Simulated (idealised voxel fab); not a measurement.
Module name: voxel wiring stack (process module)
Cross-section cut spans 205 nm and uses square cells 5 nm in size.
In this document a cross-section is written as a grid of square cells. It is given as a series of bands, listed from the top down, and a band is one or more rows of cells.
In this notation a band is specified by the heights of its top and bottom, in that order and in nm, after which its materials appear from left to right, each paired with its width in nm. The word "all across" attached to a single material means that material fills the band from edge to edge; the word "empty" stands for empty space.
Heights from 0 (as-received wafer is one material below). Bottom band endless downward, as "0 -> down".
When a width is written as two numbers, as in "30->40", the first number is the width in the top row of cells of the band and the second is the width in its bottom row, and the width changes by the same amount from each row to the next.
Take "same as before" at face value: in the step it is given for, the cross-section changed in none of its cells.
"Voids, enclosed" lists enclosed empty spaces (at least 8 cells, no open path upward to the top), each as width x height at distance from the left edge, in nm.
Post-settings text on a step line: simulator's own remark regarding the step.
"overlay nm" on a masked step: distance the mask lay right of its planned place, negative for left.
Every pair from here on: before one process step, after it. The after cross-section reaches only to the lowest band that changed. Below the pair: the step in between and its settings. Pairs can belong to different runs of this module on the same starting wafer; a pair carries on from the pair above only if the entry headed "State on entry" says so.
## State on entry
* 45 -> 35 | SiO2 all across
* 35 -> 15 | 50 nm SiO2 | 30 nm W | 20 nm SiO2 | 30 nm W | 75 nm SiO2
* 15 -> 10 | 50 nm SiO2 | 30 nm TiN | 20 nm SiO2 | 30 nm TiN | 75 nm SiO2
* 10 -> 0 | SiO2 all across
* 0 -> down | Si all across
* Voids, enclosed: none
## Cut View, Post-Step
* 35 -> 15 | 50 nm SiO2 | 30 nm W | 20 nm SiO2 | 30 nm W | 75 nm SiO2
* Under 15: no change, same as before.
* Voids, enclosed: none
Here is the step that sits between the two cross-sections above: CMP: height nm 35
State on entry: look at the pair above, its after cross-section is where this step starts.
## Cut View, Post-Step
* 40 -> 35 | SiCN all across
* Under 35: no change, same as before.
* Voids, enclosed: none
Here is the step that sits between the two cross-sections above: CONFORMAL_DEP: material SiCN, thk nm 5
State on entry: look at the pair above, its after cross-section is where this step starts.
## Cut View, Post-Step
* 70 -> 40 | lowk all across
* Under 40: no change, same as before.
* Voids, enclosed: none
Here is the step that sits between the two cross-sections above: DIRECTIONAL_DEP: material lowk, thk nm 30
State on entry: look at the pair above, its after cross-section is where this step starts.
## Cut View, Post-Step
* 90 -> 70 | 60 nm resist | 15 nm empty | 35 nm resist | 15 nm empty | 80 nm resist
* Under 70: no change, same as before.
* Voids, enclosed: none
Here is the step that sits between the two cross-sections above: PATTERN: tone open, mask id METAL_2_HOLES, material resist, width nm 15, pitch nm 50, thk nm 20, overlay nm 0
State on entry: look at the pair above, its after cross-section is where this step starts.
## Cut View, Post-Step
* 90 -> 70 | 60 nm resist | 15 nm empty | 35 nm resist | 15 nm empty | 80 nm resist
* 70 -> 40 | 60 nm lowk | 15 nm empty | 35 nm lowk | 15 nm empty | 80 nm lowk
* Under 40: no change, same as before.
* Voids, enclosed: none
Here is the step that sits between the two cross-sections above: DIRECTIONAL_ETCH: etch materials lowk, depth nm 30
State on entry: look at the pair above, its after cross-section is where this step starts.
## Cut View, Post-Step
* 70 -> 40 | 60 nm lowk | 15 nm empty | 35 nm lowk | 15 nm empty | 80 nm lowk
* Under 40: no change, same as before.
* Voids, enclosed: none
Here is the step that sits between the two cross-sections above: STRIP: etch materials resist
State on entry: look at the pair above, its after cross-section is where this step starts.
## Cut View, Post-Step
* 85 -> 70 | 60 nm resist | 30 nm empty | 20 nm resist | 30 nm empty | 65 nm resist
* Under 70: no change, same as before.
* Voids, enclosed: none
Here is the step that sits between the two cross-sections above: PATTERN: tone open, mask id METAL_2, material resist, width nm 30, pitch nm 50, thk nm 15, overlay nm 0
State on entry: look at the pair above, its after cross-section is where this step starts.
## Cut View, Post-Step
* 85 -> 70 | 60 nm resist | 30 nm empty | 20 nm resist | 30 nm empty | 65 nm resist
* 70 -> 55 | 60 nm lowk | 30 nm empty | 20 nm lowk | 30 nm empty | 65 nm lowk
* Under 55: no change, same as before.
* Voids, enclosed: none
Here is the step that sits between the two cross-sections above: DIRECTIONAL_ETCH: etch materials lowk, depth nm 15
State on entry: look at the pair above, its after cross-section is where this step starts.
## Cut View, Post-Step
* 85 -> 70 | 60 nm resist | 30 nm empty | 20 nm resist | 30 nm empty | 65 nm resist
* 70 -> 55 | 60 nm lowk | 30 nm empty | 20 nm lowk | 30 nm empty | 65 nm lowk
* 55 -> 40 | 60 nm lowk | 15 nm empty | 35 nm lowk | 15 nm empty | 80 nm lowk
* 40 -> 35 | 60 nm SiCN | 15 nm empty | 35 nm SiCN | 15 nm empty | 80 nm SiCN
* Under 35: no change, same as before.
* Voids, enclosed: none
Here is the step that sits between the two cross-sections above: DIRECTIONAL_ETCH: etch materials SiCN, depth nm 5
State on entry: look at the pair above, its after cross-section is where this step starts.
## Cut View, Post-Step
* 70 -> 55 | 60 nm lowk | 30 nm empty | 20 nm lowk | 30 nm empty | 65 nm lowk
* Under 55: no change, same as before.
* Voids, enclosed: none
Here is the step that sits between the two cross-sections above: STRIP: etch materials resist
State on entry: look at the pair above, its after cross-section is where this step starts.
## Cut View, Post-Step
* 75 -> 70 | 65 nm TiN | 20 nm empty | 30 nm TiN | 20 nm empty | 70 nm TiN
* 70 -> 60 | 60 nm lowk | 5 nm TiN | 20 nm empty | 5 nm TiN | 20 nm lowk | 5 nm TiN | 20 nm empty | 5 nm TiN | 65 nm lowk
* 60 -> 55 | 60 nm lowk | 5 nm TiN | 5 nm empty | 20 nm TiN | 20 nm lowk | 5 nm TiN | 5 nm empty | 20 nm TiN | 65 nm lowk
* 55 -> 40 | 60 nm lowk | 5 nm TiN | 5 nm empty | 5 nm TiN | 35 nm lowk | 5 nm TiN | 5 nm empty | 5 nm TiN | 80 nm lowk
* 40 -> 35 | 60 nm SiCN | 15 nm TiN | 35 nm SiCN | 15 nm TiN | 80 nm SiCN
* Under 35: no change, same as before.
* Voids, enclosed: none
Here is the step that sits between the two cross-sections above: CONFORMAL_DEP: material TiN, thk nm 5
State on entry: look at the pair above, its after cross-section is where this step starts.
## Cut View, Post-Step
* 80 -> 75 | Ru all across
* 75 -> 70 | 65 nm TiN | 20 nm Ru | 30 nm TiN | 20 nm Ru | 70 nm TiN
* 70 -> 60 | 60 nm lowk | 5 nm TiN | 20 nm Ru | 5 nm TiN | 20 nm lowk | 5 nm TiN | 20 nm Ru | 5 nm TiN | 65 nm lowk
* 60 -> 55 | 60 nm lowk | 5 nm TiN | 5 nm Ru | 20 nm TiN | 20 nm lowk | 5 nm TiN | 5 nm Ru | 20 nm TiN | 65 nm lowk
* 55 -> 40 | 60 nm lowk | 5 nm TiN | 5 nm Ru | 5 nm TiN | 35 nm lowk | 5 nm TiN | 5 nm Ru | 5 nm TiN | 80 nm lowk
* Under 40: no change, same as before.
* Voids, enclosed: none
Here is the step that sits between the two cross-sections above: FILL_DEP: material Ru, thk nm 5
State on entry: look at the pair above, its after cross-section is where this step starts.
## Cut View, Post-Step
* 70 -> 60 | 60 nm lowk | 5 nm TiN | 20 nm Ru | 5 nm TiN | 20 nm lowk | 5 nm TiN | 20 nm Ru | 5 nm TiN | 65 nm lowk
* Under 60: no change, same as before.
* Voids, enclosed: none
Here is the step that sits between the two cross-sections above: CMP: height nm 70
State on entry: look at the pair above, its after cross-section is where this step starts.
## Cut View, Post-Step
* 75 -> 70 | SiCN all across
* Under 70: no change, same as before.
* Voids, enclosed: none
Here is the step that sits between the two cross-sections above: CONFORMAL_DEP: material SiCN, thk nm 5
State on entry: look at the pair above, its after cross-section is where this step starts.
## Cut View, Post-Step
* 100 -> 75 | SiO2 all across
* Under 75: no change, same as before.
* Voids, enclosed: none
Here is the step that sits between the two cross-sections above: DIRECTIONAL_DEP: material SiO2, thk nm 25
State on entry: look at the pair above, its after cross-section is where this step starts.
## Cut View, Post-Step
* 120 -> 100 | 60 nm resist | 15 nm empty | 35 nm resist | 15 nm empty | 80 nm resist
* Under 100: no change, same as before.
* Voids, enclosed: none
Here is the step that sits between the two cross-sections above: PATTERN: tone open, mask id METAL_3_HOLES, material resist, width nm 15, pitch nm 50, thk nm 20, overlay nm 0
State on entry: look at the pair above, its after cross-section is where this step starts.
## Cut View, Post-Step
* 120 -> 100 | 60 nm resist | 15 nm empty | 35 nm resist | 15 nm empty | 80 nm resist
* 100 -> 75 | 60 nm SiO2 | 15 nm empty | 35 nm SiO2 | 15 nm empty | 80 nm SiO2
* Under 75: no change, same as before.
* Voids, enclosed: none
Here is the step that sits between the two cross-sections above: DIRECTIONAL_ETCH: etch materials SiO2, depth nm 25
State on entry: look at the pair above, its after cross-section is where this step starts.
## Cut View, Post-Step
* 100 -> 75 | 60 nm SiO2 | 15 nm empty | 35 nm SiO2 | 15 nm empty | 80 nm SiO2
* Under 75: no change, same as before.
* Voids, enclosed: none
Here is the step that sits between the two cross-sections above: STRIP: etch materials resist
State on entry: look at the pair above, its after cross-section is where this step starts.
## Cut View, Post-Step
* 115 -> 100 | 60 nm aC | 15 nm empty | 35 nm aC | 15 nm empty | 80 nm aC
* 100 -> 90 | 60 nm SiO2 | 15 nm empty | 35 nm SiO2 | 15 nm empty | 80 nm SiO2
* 90 -> 75 | 60 nm SiO2 | 15 nm aC | 35 nm SiO2 | 15 nm aC | 80 nm SiO2
* Under 75: no change, same as before.
* Voids, enclosed: none
Here is the step that sits between the two cross-sections above: DIRECTIONAL_DEP: material aC, thk nm 15
State on entry: look at the pair above, its after cross-section is where this step starts.
## Cut View, Post-Step
* 150 -> 115 | 60 nm resist | 30 nm empty | 20 nm resist | 30 nm empty | 65 nm resist
* Under 115: no change, same as before.
* Voids, enclosed: none
Here is the step that sits between the two cross-sections above: PATTERN: tone open, mask id METAL_3, material resist, width nm 30, pitch nm 50, thk nm 35, overlay nm 0
State on entry: look at the pair above, its after cross-section is where this step starts.
## Cut View, Post-Step
* 135 -> 115 | 60 nm resist | 30 nm empty | 20 nm resist | 30 nm empty | 65 nm resist
* 115 -> 100 | 60 nm aC | 30 nm empty | 20 nm aC | 30 nm empty | 65 nm aC
* 100 -> 75 | 60 nm SiO2 | 15 nm empty | 35 nm SiO2 | 15 nm empty | 80 nm SiO2
* Under 75: no change, same as before.
* Voids, enclosed: none
Here is the step that sits between the two cross-sections above: DIRECTIONAL_ETCH: etch materials aC, depth nm 15
State on entry: look at the pair above, its after cross-section is where this step starts.
## Cut View, Post-Step
* 115 -> 100 | 60 nm aC | 30 nm empty | 20 nm aC | 30 nm empty | 65 nm aC
* Under 100: no change, same as before.
* Voids, enclosed: none
Here is the step that sits between the two cross-sections above: STRIP: etch materials resist
State on entry: look at the pair above, its after cross-section is where this step starts.
## Cut View, Post-Step
* 115 -> 100 | 60 nm aC | 30 nm empty | 20 nm aC | 30 nm empty | 65 nm aC
* 100 -> 85 | 60 nm SiO2 | 30 nm empty | 20 nm SiO2 | 30 nm empty | 65 nm SiO2
* Under 85: no change, same as before.
* Voids, enclosed: none
Here is the step that sits between the two cross-sections above: DIRECTIONAL_ETCH: etch materials SiO2, depth nm 15
State on entry: look at the pair above, its after cross-section is where this step starts.
## Cut View, Post-Step
* 115 -> 100 | 60 nm aC | 30 nm empty | 20 nm aC | 30 nm empty | 65 nm aC
* 100 -> 85 | 60 nm SiO2 | 30 nm empty | 20 nm SiO2 | 30 nm empty | 65 nm SiO2
* 85 -> 75 | 60 nm SiO2 | 15 nm empty | 35 nm SiO2 | 15 nm empty | 80 nm SiO2
* 75 -> 70 | 60 nm SiCN | 15 nm empty | 35 nm SiCN | 15 nm empty | 80 nm SiCN
* Under 70: no change, same as before.
* Voids, enclosed: none
Here is the step that sits between the two cross-sections above: DIRECTIONAL_ETCH: etch materials SiCN, depth nm 5
State on entry: look at the pair above, its after cross-section is where this step starts.
## Cut View, Post-Step
* 100 -> 85 | 60 nm SiO2 | 30 nm empty | 20 nm SiO2 | 30 nm empty | 65 nm SiO2
* Under 85: no change, same as before.
* Voids, enclosed: none
Here is the step that sits between the two cross-sections above: STRIP: etch materials aC
State on entry: look at the pair above, its after cross-section is where this step starts.
## Cut View, Post-Step
* 105 -> 100 | 65 nm TiN | 20 nm empty | 30 nm TiN | 20 nm empty | 70 nm TiN
* 100 -> 90 | 60 nm SiO2 | 5 nm TiN | 20 nm empty | 5 nm TiN | 20 nm SiO2 | 5 nm TiN | 20 nm empty | 5 nm TiN | 65 nm SiO2
* 90 -> 85 | 60 nm SiO2 | 5 nm TiN | 5 nm empty | 20 nm TiN | 20 nm SiO2 | 5 nm TiN | 5 nm empty | 20 nm TiN | 65 nm SiO2
* 85 -> 75 | 60 nm SiO2 | 5 nm TiN | 5 nm empty | 5 nm TiN | 35 nm SiO2 | 5 nm TiN | 5 nm empty | 5 nm TiN | 80 nm SiO2
* 75 -> 70 | 60 nm SiCN | 15 nm TiN | 35 nm SiCN | 15 nm TiN | 80 nm SiCN
* Under 70: no change, same as before.
* Voids, enclosed: none
Here is the step that sits between the two cross-sections above: CONFORMAL_DEP: material TiN, thk nm 5
State on entry: look at the pair above, its after cross-section is where this step starts.
## Cut View, Post-Step
* 115 -> 105 | Cu all across
* 105 -> 100 | 65 nm TiN | 20 nm Cu | 30 nm TiN | 20 nm Cu | 70 nm TiN
* 100 -> 90 | 60 nm SiO2 | 5 nm TiN | 20 nm Cu | 5 nm TiN | 20 nm SiO2 | 5 nm TiN | 20 nm Cu | 5 nm TiN | 65 nm SiO2
* 90 -> 85 | 60 nm SiO2 | 5 nm TiN | 5 nm Cu | 20 nm TiN | 20 nm SiO2 | 5 nm TiN | 5 nm Cu | 20 nm TiN | 65 nm SiO2
* 85 -> 75 | 60 nm SiO2 | 5 nm TiN | 5 nm Cu | 5 nm TiN | 35 nm SiO2 | 5 nm TiN | 5 nm Cu | 5 nm TiN | 80 nm SiO2
* Under 75: no change, same as before.
* Voids, enclosed: none
Here is the step that sits between the two cross-sections above: FILL_DEP: material Cu, thk nm 10
State on entry: look at the pair above, its after cross-section is where this step starts.
## Cut View, Post-Step
* 100 -> 90 | 60 nm SiO2 | 5 nm TiN | 20 nm Cu | 5 nm TiN | 20 nm SiO2 | 5 nm TiN | 20 nm Cu | 5 nm TiN | 65 nm SiO2
* Under 90: no change, same as before.
* Voids, enclosed: none
Here is the step that sits between the two cross-sections above: CMP: height nm 100
State on entry: look at the pair above, its after cross-section is where this step starts.
## Cut View, Post-Step
* 105 -> 100 | SiCN all across
* Under 100: no change, same as before.
* Voids, enclosed: none
Here is the step that sits between the two cross-sections above: CONFORMAL_DEP: material SiCN, thk nm 5
State on entry: look at the pair above, its after cross-section is where this step starts.
## Cut View, Post-Step
* 140 -> 105 | lowk all across
* Under 105: no change, same as before.
* Voids, enclosed: none
Here is the step that sits between the two cross-sections above: DIRECTIONAL_DEP: material lowk, thk nm 35
State on entry: look at the pair above, its after cross-section is where this step starts.
## Cut View, Post-Step
* 155 -> 140 | aC all across
* Under 140: no change, same as before.
* Voids, enclosed: none
Here is the step that sits between the two cross-sections above: DIRECTIONAL_DEP: material aC, thk nm 15
State on entry: look at the pair above, its after cross-section is where this step starts.
## Cut View, Post-Step
* 185 -> 155 | 60 nm resist | 30 nm empty | 20 nm resist | 30 nm empty | 65 nm resist
* Under 155: no change, same as before.
* Voids, enclosed: none
Here is the step that sits between the two cross-sections above: PATTERN: tone open, mask id METAL_4, material resist, width nm 30, pitch nm 50, thk nm 30, overlay nm 0
State on entry: look at the pair above, its after cross-section is where this step starts.
## Cut View, Post-Step
* 170 -> 155 | 60 nm resist | 30 nm empty | 20 nm resist | 30 nm empty | 65 nm resist
* 155 -> 140 | 60 nm aC | 30 nm empty | 20 nm aC | 30 nm empty | 65 nm aC
* Under 140: no change, same as before.
* Voids, enclosed: none
Here is the step that sits between the two cross-sections above: DIRECTIONAL_ETCH: etch materials aC, depth nm 15
State on entry: look at the pair above, its after cross-section is where this step starts.
## Cut View, Post-Step
* 155 -> 140 | 60 nm aC | 30 nm empty | 20 nm aC | 30 nm empty | 65 nm aC
* Under 140: no change, same as before.
* Voids, enclosed: none
Here is the step that sits between the two cross-sections above: STRIP: etch materials resist
State on entry: look at the pair above, its after cross-section is where this step starts.
## Cut View, Post-Step
* 155 -> 140 | 60 nm aC | 30 nm empty | 20 nm aC | 30 nm empty | 65 nm aC
* 140 -> 120 | 60 nm lowk | 30 nm empty | 20 nm lowk | 30 nm empty | 65 nm lowk
* Under 120: no change, same as before.
* Voids, enclosed: none
Here is the step that sits between the two cross-sections above: DIRECTIONAL_ETCH: etch materials lowk, depth nm 20
State on entry: look at the pair above, its after cross-section is where this step starts.
## Cut View, Post-Step
* 140 -> 120 | 60 nm lowk | 30 nm empty | 20 nm lowk | 30 nm empty | 65 nm lowk
* Under 120: no change, same as before.
* Voids, enclosed: none
Here is the step that sits between the two cross-sections above: STRIP: etch materials aC
State on entry: look at the pair above, its after cross-section is where this step starts.
## Cut View, Post-Step
* 160 -> 140 | 60 nm resist | 15 nm empty | 35 nm resist | 15 nm empty | 80 nm resist
* 140 -> 120 | 60 nm lowk | 15 nm empty | 15 nm resist | 20 nm lowk | 15 nm empty | 15 nm resist | 65 nm lowk
* Under 120: no change, same as before.
* Voids, enclosed: none
Here is the step that sits between the two cross-sections above: PATTERN: tone open, mask id METAL_4_HOLES, material resist, width nm 15, pitch nm 50, thk nm 20, overlay nm 0
State on entry: look at the pair above, its after cross-section is where this step starts.
## Cut View, Post-Step
* 160 -> 140 | 60 nm resist | 15 nm empty | 35 nm resist | 15 nm empty | 80 nm resist
* 140 -> 120 | 60 nm lowk | 15 nm empty | 15 nm resist | 20 nm lowk | 15 nm empty | 15 nm resist | 65 nm lowk
* 120 -> 105 | 60 nm lowk | 15 nm empty | 35 nm lowk | 15 nm empty | 80 nm lowk
* Under 105: no change, same as before.
* Voids, enclosed: none
Here is the step that sits between the two cross-sections above: DIRECTIONAL_ETCH: etch materials lowk, depth nm 15
State on entry: look at the pair above, its after cross-section is where this step starts.
## Cut View, Post-Step
* 160 -> 140 | 60 nm resist | 15 nm empty | 35 nm resist | 15 nm empty | 80 nm resist
* 140 -> 120 | 60 nm lowk | 15 nm empty | 15 nm resist | 20 nm lowk | 15 nm empty | 15 nm resist | 65 nm lowk
* 120 -> 105 | 60 nm lowk | 15 nm empty | 35 nm lowk | 15 nm empty | 80 nm lowk
* 105 -> 100 | 60 nm SiCN | 15 nm empty | 35 nm SiCN | 15 nm empty | 80 nm SiCN
* Under 100: no change, same as before.
* Voids, enclosed: none
Here is the step that sits between the two cross-sections above: DIRECTIONAL_ETCH: etch materials SiCN, depth nm 5
State on entry: look at the pair above, its after cross-section is where this step starts.
## Cut View, Post-Step
* 140 -> 120 | 60 nm lowk | 30 nm empty | 20 nm lowk | 30 nm empty | 65 nm lowk
* Under 120: no change, same as before.
* Voids, enclosed: none
Here is the step that sits between the two cross-sections above: STRIP: etch materials resist
State on entry: look at the pair above, its after cross-section is where this step starts.
## Cut View, Post-Step
* 145 -> 140 | 65 nm TiN | 20 nm empty | 30 nm TiN | 20 nm empty | 70 nm TiN
* 140 -> 125 | 60 nm lowk | 5 nm TiN | 20 nm empty | 5 nm TiN | 20 nm lowk | 5 nm TiN | 20 nm empty | 5 nm TiN | 65 nm lowk
* 125 -> 120 | 60 nm lowk | 5 nm TiN | 5 nm empty | 20 nm TiN | 20 nm lowk | 5 nm TiN | 5 nm empty | 20 nm TiN | 65 nm lowk
* 120 -> 105 | 60 nm lowk | 5 nm TiN | 5 nm empty | 5 nm TiN | 35 nm lowk | 5 nm TiN | 5 nm empty | 5 nm TiN | 80 nm lowk
* 105 -> 100 | 60 nm SiCN | 15 nm TiN | 35 nm SiCN | 15 nm TiN | 80 nm SiCN
* Under 100: no change, same as before.
* Voids, enclosed: none
Here is the step that sits between the two cross-sections above: CONFORMAL_DEP: material TiN, thk nm 5
State on entry: look at the pair above, its after cross-section is where this step starts.
## Cut View, Post-Step
* 150 -> 145 | Ru all across
* 145 -> 140 | 65 nm TiN | 20 nm Ru | 30 nm TiN | 20 nm Ru | 70 nm TiN
* 140 -> 125 | 60 nm lowk | 5 nm TiN | 20 nm Ru | 5 nm TiN | 20 nm lowk | 5 nm TiN | 20 nm Ru | 5 nm TiN | 65 nm lowk
* 125 -> 120 | 60 nm lowk | 5 nm TiN | 5 nm Ru | 20 nm TiN | 20 nm lowk | 5 nm TiN | 5 nm Ru | 20 nm TiN | 65 nm lowk
* 120 -> 105 | 60 nm lowk | 5 nm TiN | 5 nm Ru | 5 nm TiN | 35 nm lowk | 5 nm TiN | 5 nm Ru | 5 nm TiN | 80 nm lowk
* Under 105: no change, same as before.
* Voids, enclosed: none
Here is the step that sits between the two cross-sections above: FILL_DEP: material Ru, thk nm 5
State on entry: look at the pair above, its after cross-section is where this step starts.
## Cut View, Post-Step
* 140 -> 125 | 60 nm lowk | 5 nm TiN | 20 nm Ru | 5 nm TiN | 20 nm lowk | 5 nm TiN | 20 nm Ru | 5 nm TiN | 65 nm lowk
* Under 125: no change, same as before.
* Voids, enclosed: none
Here is the step that sits between the two cross-sections above: CMP: height nm 140
State on entry: look at the pair above, its after cross-section is where this step starts.
## Cut View, Post-Step
* 145 -> 140 | SiCN all across
* Under 140: no change, same as before.
* Voids, enclosed: none
Here is the step that sits between the two cross-sections above: CONFORMAL_DEP: material SiCN, thk nm 5
## State on entry
* 35 -> 15 | 60 nm empty | 30 nm W | 20 nm empty | 30 nm W | 65 nm empty
* 15 -> 10 | 60 nm empty | 30 nm TiN | 20 nm empty | 30 nm TiN | 65 nm empty
* 10 -> 0 | SiO2 all across
* 0 -> down | Si all across
* Voids, enclosed: none
## Cut View, Post-Step
* 45 -> 35 | Ru all across
* 35 -> 15 | 60 nm Ru | 30 nm W | 20 nm Ru | 30 nm W | 65 nm Ru
* 15 -> 10 | 60 nm Ru | 30 nm TiN | 20 nm Ru | 30 nm TiN | 65 nm Ru
* Under 10: no change, same as before.
* Voids, enclosed: none
Here is the step that sits between the two cross-sections above: FILL_DEP: material Ru, thk nm 10
State on entry: look at the pair above, its after cross-section is where this step starts.
## Cut View, Post-Step
* 35 -> 15 | 60 nm Ru | 30 nm W | 20 nm Ru | 30 nm W | 65 nm Ru
* Under 15: no change, same as before.
* Voids, enclosed: none
Here is the step that sits between the two cross-sections above: CMP: height nm 35
State on entry: look at the pair above, its after cross-section is where this step starts.
## Cut View, Post-Step
* 40 -> 35 | SiCN all across
* Under 35: no change, same as before.
* Voids, enclosed: none
Here is the step that sits between the two cross-sections above: CONFORMAL_DEP: material SiCN, thk nm 5
State on entry: look at the pair above, its after cross-section is where this step starts.
## Cut View, Post-Step
* 70 -> 40 | lowk all across
* Under 40: no change, same as before.
* Voids, enclosed: none
Here is the step that sits between the two cross-sections above: DIRECTIONAL_DEP: material lowk, thk nm 30
State on entry: look at the pair above, its after cross-section is where this step starts.
## Cut View, Post-Step
* 90 -> 70 | 60 nm resist | 15 nm empty | 35 nm resist | 15 nm empty | 80 nm resist
* Under 70: no change, same as before.
* Voids, enclosed: none
Here is the step that sits between the two cross-sections above: PATTERN: tone open, mask id METAL_2_HOLES, material resist, width nm 15, pitch nm 50, thk nm 20, overlay nm 0
State on entry: look at the pair above, its after cross-section is where this step starts.
## Cut View, Post-Step
* 90 -> 70 | 60 nm resist | 15 nm empty | 35 nm resist | 15 nm empty | 80 nm resist
* 70 -> 40 | 60 nm lowk | 15 nm empty | 35 nm lowk | 15 nm empty | 80 nm lowk
* Under 40: no change, same as before.
* Voids, enclosed: none
Here is the step that sits between the two cross-sections above: DIRECTIONAL_ETCH: etch materials lowk, depth nm 30
State on entry: look at the pair above, its after cross-section is where this step starts.
## Cut View, Post-Step
* 70 -> 40 | 60 nm lowk | 15 nm empty | 35 nm lowk | 15 nm empty | 80 nm lowk
* Under 40: no change, same as before.
* Voids, enclosed: none
Here is the step that sits between the two cross-sections above: STRIP: etch materials resist
State on entry: look at the pair above, its after cross-section is where this step starts.
## Cut View, Post-Step
* 85 -> 70 | 60 nm resist | 30 nm empty | 20 nm resist | 30 nm empty | 65 nm resist
* Under 70: no change, same as before.
* Voids, enclosed: none
Here is the step that sits between the two cross-sections above: PATTERN: tone open, mask id METAL_2, material resist, width nm 30, pitch nm 50, thk nm 15, overlay nm 0
State on entry: look at the pair above, its after cross-section is where this step starts.
## Cut View, Post-Step
* 85 -> 70 | 60 nm resist | 30 nm empty | 20 nm resist | 30 nm empty | 65 nm resist
* 70 -> 55 | 60 nm lowk | 30 nm empty | 20 nm lowk | 30 nm empty | 65 nm lowk
* Under 55: no change, same as before.
* Voids, enclosed: none
Here is the step that sits between the two cross-sections above: DIRECTIONAL_ETCH: etch materials lowk, depth nm 15
State on entry: look at the pair above, its after cross-section is where this step starts.
## Cut View, Post-Step
* 85 -> 70 | 60 nm resist | 30 nm empty | 20 nm resist | 30 nm empty | 65 nm resist
* 70 -> 55 | 60 nm lowk | 30 nm empty | 20 nm lowk | 30 nm empty | 65 nm lowk
* 55 -> 40 | 60 nm lowk | 15 nm empty | 35 nm lowk | 15 nm empty | 80 nm lowk
* 40 -> 35 | 60 nm SiCN | 15 nm empty | 35 nm SiCN | 15 nm empty | 80 nm SiCN
* Under 35: no change, same as before.
* Voids, enclosed: none
Here is the step that sits between the two cross-sections above: DIRECTIONAL_ETCH: etch materials SiCN, depth nm 5
State on entry: look at the pair above, its after cross-section is where this step starts.
## Cut View, Post-Step
* 70 -> 55 | 60 nm lowk | 30 nm empty | 20 nm lowk | 30 nm empty | 65 nm lowk
* Under 55: no change, same as before.
* Voids, enclosed: none
Here is the step that sits between the two cross-sections above: STRIP: etch materials resist
State on entry: look at the pair above, its after cross-section is where this step starts.
## Cut View, Post-Step
* 75 -> 70 | 65 nm TiN | 20 nm empty | 30 nm TiN | 20 nm empty | 70 nm TiN
* 70 -> 60 | 60 nm lowk | 5 nm TiN | 20 nm empty | 5 nm TiN | 20 nm lowk | 5 nm TiN | 20 nm empty | 5 nm TiN | 65 nm lowk
* 60 -> 55 | 60 nm lowk | 5 nm TiN | 5 nm empty | 20 nm TiN | 20 nm lowk | 5 nm TiN | 5 nm empty | 20 nm TiN | 65 nm lowk
* 55 -> 40 | 60 nm lowk | 5 nm TiN | 5 nm empty | 5 nm TiN | 35 nm lowk | 5 nm TiN | 5 nm empty | 5 nm TiN | 80 nm lowk
* 40 -> 35 | 60 nm SiCN | 15 nm TiN | 35 nm SiCN | 15 nm TiN | 80 nm SiCN
* Under 35: no change, same as before.
* Voids, enclosed: none
Here is the step that sits between the two cross-sections above: CONFORMAL_DEP: material TiN, thk nm 5
State on entry: look at the pair above, its after cross-section is where this step starts.
## Cut View, Post-Step
* 80 -> 75 | Ru all across
* 75 -> 70 | 65 nm TiN | 20 nm Ru | 30 nm TiN | 20 nm Ru | 70 nm TiN
* 70 -> 60 | 60 nm lowk | 5 nm TiN | 20 nm Ru | 5 nm TiN | 20 nm lowk | 5 nm TiN | 20 nm Ru | 5 nm TiN | 65 nm lowk
* 60 -> 55 | 60 nm lowk | 5 nm TiN | 5 nm Ru | 20 nm TiN | 20 nm lowk | 5 nm TiN | 5 nm Ru | 20 nm TiN | 65 nm lowk
* 55 -> 40 | 60 nm lowk | 5 nm TiN | 5 nm Ru | 5 nm TiN | 35 nm lowk | 5 nm TiN | 5 nm Ru | 5 nm TiN | 80 nm lowk
* Under 40: no change, same as before.
* Voids, enclosed: none
Here is the step that sits between the two cross-sections above: FILL_DEP: material Ru, thk nm 5
State on entry: look at the pair above, its after cross-section is where this step starts.
## Cut View, Post-Step
* 70 -> 60 | 60 nm lowk | 5 nm TiN | 20 nm Ru | 5 nm TiN | 20 nm lowk | 5 nm TiN | 20 nm Ru | 5 nm TiN | 65 nm lowk
* Under 60: no change, same as before.
* Voids, enclosed: none
Here is the step that sits between the two cross-sections above: CMP: height nm 70
State on entry: look at the pair above, its after cross-section is where this step starts.
## Cut View, Post-Step
* 75 -> 70 | SiCN all across
* Under 70: no change, same as before.
* Voids, enclosed: none
Here is the step that sits between the two cross-sections above: CONFORMAL_DEP: material SiCN, thk nm 5
State on entry: look at the pair above, its after cross-section is where this step starts.
## Cut View, Post-Step
* 100 -> 75 | SiO2 all across
* Under 75: no change, same as before.
* Voids, enclosed: none
Here is the step that sits between the two cross-sections above: DIRECTIONAL_DEP: material SiO2, thk nm 25
State on entry: look at the pair above, its after cross-section is where this step starts.
## Cut View, Post-Step
* 120 -> 100 | 60 nm resist | 15 nm empty | 35 nm resist | 15 nm empty | 80 nm resist
* Under 100: no change, same as before.
* Voids, enclosed: none
Here is the step that sits between the two cross-sections above: PATTERN: tone open, mask id METAL_3_HOLES, material resist, width nm 15, pitch nm 50, thk nm 20, overlay nm 0
State on entry: look at the pair above, its after cross-section is where this step starts.
## Cut View, Post-Step
* 120 -> 100 | 60 nm resist | 15 nm empty | 35 nm resist | 15 nm empty | 80 nm resist
* 100 -> 75 | 60 nm SiO2 | 15 nm empty | 35 nm SiO2 | 15 nm empty | 80 nm SiO2
* Under 75: no change, same as before.
* Voids, enclosed: none
Here is the step that sits between the two cross-sections above: DIRECTIONAL_ETCH: etch materials SiO2, depth nm 25
State on entry: look at the pair above, its after cross-section is where this step starts.
## Cut View, Post-Step
* 100 -> 75 | 60 nm SiO2 | 15 nm empty | 35 nm SiO2 | 15 nm empty | 80 nm SiO2
* Under 75: no change, same as before.
* Voids, enclosed: none
Here is the step that sits between the two cross-sections above: STRIP: etch materials resist
State on entry: look at the pair above, its after cross-section is where this step starts.
## Cut View, Post-Step
* 115 -> 100 | 60 nm aC | 15 nm empty | 35 nm aC | 15 nm empty | 80 nm aC
* 100 -> 90 | 60 nm SiO2 | 15 nm empty | 35 nm SiO2 | 15 nm empty | 80 nm SiO2
* 90 -> 75 | 60 nm SiO2 | 15 nm aC | 35 nm SiO2 | 15 nm aC | 80 nm SiO2
* Under 75: no change, same as before.
* Voids, enclosed: none
Here is the step that sits between the two cross-sections above: DIRECTIONAL_DEP: material aC, thk nm 15
State on entry: look at the pair above, its after cross-section is where this step starts.
## Cut View, Post-Step
* 150 -> 115 | 60 nm resist | 30 nm empty | 20 nm resist | 30 nm empty | 65 nm resist
* Under 115: no change, same as before.
* Voids, enclosed: none
Here is the step that sits between the two cross-sections above: PATTERN: tone open, mask id METAL_3, material resist, width nm 30, pitch nm 50, thk nm 35, overlay nm 0
